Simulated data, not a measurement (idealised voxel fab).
Process module heading - voxel self aligned vias
In the cross-section labelled cut, the width is 250 nm and each square cell is 5 nm.
Cross-section spec: square-cell grid; bands listed top down; each band is one or more rows. For a band, the entry starts with two heights in nm, that of the top and then that of the bottom, and carries on with the band's materials in order from left to right, each alongside its width in nm; the word "throughout" beside a single material means it fills the band edge to edge, and "air" means empty space. Ref level 0: as-received wafer is one material below here. Bottom band extends down with no lower bound ("z 0 and below"). Note: "30 to 40" means the width goes from the first number (top row of the band) to the second number (bottom row) in equal steps per row of cells. Any step labelled "remained the same" changed none of the cells in the cross-section. The entry "Unvented voids" lists the empty spaces that cover at least 8 cells and have no open path to the top. Each is written as width x height at distance, where the distance is measured from the left edge and all three values are in nm. It should be noted that, on the line of a given step, the content following the step's settings is a remark produced by the simulator itself with respect to that step. The line of a step may include "overlay nm". On a step with a mask, this value is how far to the right of its planned place the mask lay. A negative value means the mask lay to the left.

Listed below are the process steps as planned:
1,RECEIVE | material Si
2,CONFORMAL_DEP | material SiO2 | thk nm 15
3,CONFORMAL_DEP | material SiCN | thk nm 5
4,DIRECTIONAL_DEP | material SiO2 | thk nm 30
5,PATTERN | tone open | mask id LINES | material resist | width nm 30 | pitch nm 65 | thk nm 15 | overlay nm 0
6,DIRECTIONAL_ETCH | etch materials SiO2 | depth nm 30
7,STRIP | etch materials resist
8,CONFORMAL_DEP | material TiN | thk nm 5
9,FILL_DEP | material Ru | thk nm 5
10,CMP | height nm 50
11,SELECTIVE_ETCH | etch materials W Ru TiN | depth nm 5
12,FILL_DEP | material SiN | thk nm 10
13,CMP | height nm 50
14,DIRECTIONAL_DEP | material SiO2 | thk nm 15
15,MASKED_ETCH | tone open | mask id VIAS | width nm 50 | pitch nm 65 | etch materials SiO2 | depth nm 15 | overlay nm 0
16,MASKED_ETCH | tone open | mask id VIAS | width nm 50 | pitch nm 65 | etch materials SiN | depth nm 5 | overlay nm 0
17,CONFORMAL_DEP | material TiN | thk nm 5
18,FILL_DEP | material W | thk nm 10
19,CMP | height nm 65
20,CONFORMAL_DEP | material SiN | thk nm 5

The first of the two wafers, which ran as planned:

This is the cross-section of the wafer as we received it, i.e. after step 1:
	z 0 and below = Si throughout
	Unvented voids: none

How the wafer stands in section after step 2:
	z 15 to 0 = SiO2 throughout
	Below 0, no change.

How the wafer stands in section after step 3:
	z 20 to 15 = SiCN throughout
	Below 15, no change.

How the wafer stands in section after step 4:
	z 50 to 20 = SiO2 throughout
	Below 20, no change.

How the wafer stands in section after step 5:
	z 65 to 50 = resist (75)  air (30)  resist (35)  air (30)  resist (80)
	Below 50, no change.

How the wafer stands in section after step 6:
	z 65 to 50 = resist (75)  air (30)  resist (35)  air (30)  resist (80)
	z 50 to 20 = SiO2 (75)  air (30)  SiO2 (35)  air (30)  SiO2 (80)
	Below 20, no change.

How the wafer stands in section after step 7:
	z 50 to 20 = SiO2 (75)  air (30)  SiO2 (35)  air (30)  SiO2 (80)
	Below 20, no change.

How the wafer stands in section after step 8:
	z 55 to 50 = TiN (80)  air (20)  TiN (45)  air (20)  TiN (85)
	z 50 to 25 = SiO2 (75)  TiN (5)  air (20)  TiN (5)  SiO2 (35)  TiN (5)  air (20)  TiN (5)  SiO2 (80)
	z 25 to 20 = SiO2 (75)  TiN (30)  SiO2 (35)  TiN (30)  SiO2 (80)
	Below 20, no change.

How the wafer stands in section after step 9:
	z 60 to 55 = Ru throughout
	z 55 to 50 = TiN (80)  Ru (20)  TiN (45)  Ru (20)  TiN (85)
	z 50 to 25 = SiO2 (75)  TiN (5)  Ru (20)  TiN (5)  SiO2 (35)  TiN (5)  Ru (20)  TiN (5)  SiO2 (80)
	Below 25, no change.

How the wafer stands in section after step 10:
	z 50 to 25 = SiO2 (75)  TiN (5)  Ru (20)  TiN (5)  SiO2 (35)  TiN (5)  Ru (20)  TiN (5)  SiO2 (80)
	Below 25, no change.

How the wafer stands in section after step 11:
	z 50 to 45 = SiO2 (75)  air (30)  SiO2 (35)  air (30)  SiO2 (80)
	Below 45, no change.

How the wafer stands in section after step 12:
	z 60 to 50 = SiN throughout
	z 50 to 45 = SiO2 (75)  SiN (30)  SiO2 (35)  SiN (30)  SiO2 (80)
	Below 45, no change.

How the wafer stands in section after step 13:
	z 50 to 45 = SiO2 (75)  SiN (30)  SiO2 (35)  SiN (30)  SiO2 (80)
	Below 45, no change.

How the wafer stands in section after step 14:
	z 65 to 50 = SiO2 throughout
	Below 50, no change.

How the wafer stands in section after step 15:
	z 65 to 50 = SiO2 (65)  air (50)  SiO2 (15)  air (50)  SiO2 (70)
	Below 50, no change.

How the wafer stands in section after step 16:
	z 65 to 50 = SiO2 (65)  air (50)  SiO2 (15)  air (50)  SiO2 (70)
	z 50 to 45 = SiO2 (75)  air (30)  SiO2 (35)  air (30)  SiO2 (80)
	Below 45, no change.

How the wafer stands in section after step 17:
	z 70 to 65 = TiN (70)  air (40)  TiN (25)  air (40)  TiN (75)
	z 65 to 55 = SiO2 (65)  TiN (5)  air (40)  TiN (5)  SiO2 (15)  TiN (5)  air (40)  TiN (5)  SiO2 (70)
	z 55 to 50 = SiO2 (65)  TiN (15)  air (20)  TiN (15)  SiO2 (15)  TiN (15)  air (20)  TiN (15)  SiO2 (70)
	z 50 to 45 = SiO2 (75)  TiN (30)  SiO2 (35)  TiN (30)  SiO2 (80)
	Below 45, no change.

How the wafer stands in section after step 18:
	z 80 to 70 = W throughout
	z 70 to 65 = TiN (70)  W (40)  TiN (25)  W (40)  TiN (75)
	z 65 to 55 = SiO2 (65)  TiN (5)  W (40)  TiN (5)  SiO2 (15)  TiN (5)  W (40)  TiN (5)  SiO2 (70)
	z 55 to 50 = SiO2 (65)  TiN (15)  W (20)  TiN (15)  SiO2 (15)  TiN (15)  W (20)  TiN (15)  SiO2 (70)
	Below 50, no change.

How the wafer stands in section after step 19:
	z 65 to 55 = SiO2 (65)  TiN (5)  W (40)  TiN (5)  SiO2 (15)  TiN (5)  W (40)  TiN (5)  SiO2 (70)
	Below 55, no change.

How the wafer stands in section after step 20:
	z 70 to 65 = SiN throughout
	Below 65, no change.

Notes, second wafer: start = first wafer's, plan = first wafer's, execution had one mistake; history identical to first through step 14:

The second wafer in cross-section, at the planned close of step 15:
	z 65 to 50 = SiO2 (65)  air (50)  SiO2 (15)  air (50)  SiO2 (70)
	z 50 to 45 = SiO2 (65)  air (10)  SiN (30)  air (10)  SiO2 (15)  air (10)  SiN (30)  air (10)  SiO2 (70)
	Below 45, no change.

The second wafer in cross-section, at the planned close of step 16:
	z 65 to 45 = SiO2 (65)  air (50)  SiO2 (15)  air (50)  SiO2 (70)
	Below 45, no change.

The second wafer in cross-section, at the planned close of step 17:
	z 70 to 65 = TiN (70)  air (40)  TiN (25)  air (40)  TiN (75)
	z 65 to 50 = SiO2 (65)  TiN (5)  air (40)  TiN (5)  SiO2 (15)  TiN (5)  air (40)  TiN (5)  SiO2 (70)
	z 50 to 45 = SiO2 (65)  TiN (50)  SiO2 (15)  TiN (50)  SiO2 (70)
	Below 45, no change.

The second wafer in cross-section, at the planned close of step 18:
	z 80 to 70 = W throughout
	z 70 to 65 = TiN (70)  W (40)  TiN (25)  W (40)  TiN (75)
	z 65 to 50 = SiO2 (65)  TiN (5)  W (40)  TiN (5)  SiO2 (15)  TiN (5)  W (40)  TiN (5)  SiO2 (70)
	Below 50, no change.

The second wafer in cross-section, at the planned close of step 19:
	z 65 to 50 = SiO2 (65)  TiN (5)  W (40)  TiN (5)  SiO2 (15)  TiN (5)  W (40)  TiN (5)  SiO2 (70)
	Below 50, no change.

The second wafer in cross-section, at the planned close of step 20:
	z 70 to 65 = SiN throughout
	Below 65, no change.
What went wrong in running the wafer? so step 15 ended up running with a different setting than we planned, it ran as MASKED_ETCH | tone open | mask id VIAS | width nm 50 | pitch nm 65 | etch materials SiO2 | depth nm 20 | overlay nm 0
The second wafer ends with more or fewer cells of some materials than the first, per final count: 8 fewer of SiO2; 8 more of W
